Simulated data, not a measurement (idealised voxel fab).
process module | voxel self aligned vias
cross-section cut | 300 nm wide | cells 5 nm
A cross-section is a grid of square cells, given in bands from the top down. A band is one or more rows of cells.
Each band's line starts with the height of the band's top and of its bottom, in nm. Then come its materials from left to right, each with its width in nm. One material with "throughout" fills the band from edge to edge. "air" is empty space.
Height 0 is the level under which the wafer as received is all one material. The lowest band goes on downwards, as in "0 down".
A width such as "30 to 40" changes by the same amount from each row of cells to the next, from the band's top row to its bottom row.
"no change" after a step means that no cell of the cross-section changed.
closed voids: empty space of 8 cells or more with no open way to the top, each as width x height at its distance from the left edge, in nm
after a step's settings: what the simulator itself notes on the step
overlay nm, on a step with a mask: how far to the right of its planned place the mask lay; to the left if negative
plan
1 op RECEIVE | material Si
2 op CONFORMAL_DEP | material SiO2 | thk nm 15
3 op CONFORMAL_DEP | material SiCN | thk nm 5
4 op DIRECTIONAL_DEP | material lowk | thk nm 30
5 op MASKED_ETCH | tone open | mask id LINES | width nm 20 | pitch nm 60 | etch materials lowk | depth nm 30 | overlay nm 0
6 op CONFORMAL_DEP | material TiN | thk nm 5
7 op FILL_DEP | material Ru | thk nm 10
8 op CMP | height nm 50
9 op SELECTIVE_ETCH | etch materials W Ru TiN | depth nm 5
10 op FILL_DEP | material SiN | thk nm 10
11 op CMP | height nm 50
12 op DIRECTIONAL_DEP | material lowk | thk nm 20
13 op MASKED_ETCH | tone open | mask id VIAS | width nm 30 | pitch nm 60 | etch materials lowk | depth nm 20 | overlay nm 0
14 op MASKED_ETCH | tone open | mask id VIAS | width nm 30 | pitch nm 60 | etch materials SiN | depth nm 5 | overlay nm 0
15 op CONFORMAL_DEP | material TiN | thk nm 5
16 op FILL_DEP | material Cu | thk nm 10
17 op CMP | height nm 70
18 op CONFORMAL_DEP | material SiN | thk nm 5
as received, after step 1
  0 down: Si throughout
  closed voids: none
first wafer at the end, as planned
  75 to 70: SiN throughout
  70 to 55: lowk 75 | TiN 5 | Cu 20 | TiN 5 | lowk 30 | TiN 5 | Cu 20 | TiN 5 | lowk 30 | TiN 5 | Cu 20 | TiN 5 | lowk 75
  55 to 50: lowk 75 | TiN 10 | Cu 10 | TiN 10 | lowk 30 | TiN 10 | Cu 10 | TiN 10 | lowk 30 | TiN 10 | Cu 10 | TiN 10 | lowk 75
  50 to 45: lowk 80 | TiN 20 | lowk 40 | TiN 20 | lowk 40 | TiN 20 | lowk 80
  45 to 25: lowk 80 | TiN 5 | Ru 10 | TiN 5 | lowk 40 | TiN 5 | Ru 10 | TiN 5 | lowk 40 | TiN 5 | Ru 10 | TiN 5 | lowk 80
  25 to 20: lowk 80 | TiN 20 | lowk 40 | TiN 20 | lowk 40 | TiN 20 | lowk 80
  20 to 15: SiCN throughout
  15 to 0: SiO2 throughout
  0 down: Si throughout
  closed voids: none
second wafer at the end: like start, like plan, one mistake
  75 to 70: SiN throughout
  70 to 50: lowk 75 | TiN 5 | Cu 20 | TiN 5 | lowk 30 | TiN 5 | Cu 20 | TiN 5 | lowk 30 | TiN 5 | Cu 20 | TiN 5 | lowk 75
  50 to 45: SiN 75 | TiN 30 | SiN 30 | TiN 30 | SiN 30 | TiN 30 | SiN 75
  45 to 20: lowk 80 | TiN 5 | Ru 10 | TiN 5 | lowk 40 | TiN 5 | Ru 10 | TiN 5 | lowk 40 | TiN 5 | Ru 10 | TiN 5 | lowk 80
  20 to 15: lowk 80 | TiN 20 | lowk 40 | TiN 20 | lowk 40 | TiN 20 | lowk 80
  15 to 0: SiO2 throughout
  0 down: Si throughout
  closed voids: none
what went wrong: step 3 was left out
at the end the second wafer has, in cells: 6 more of Cu | 6 more of Ru | 60 fewer of SiCN | 42 more of SiN | 6 more of TiN
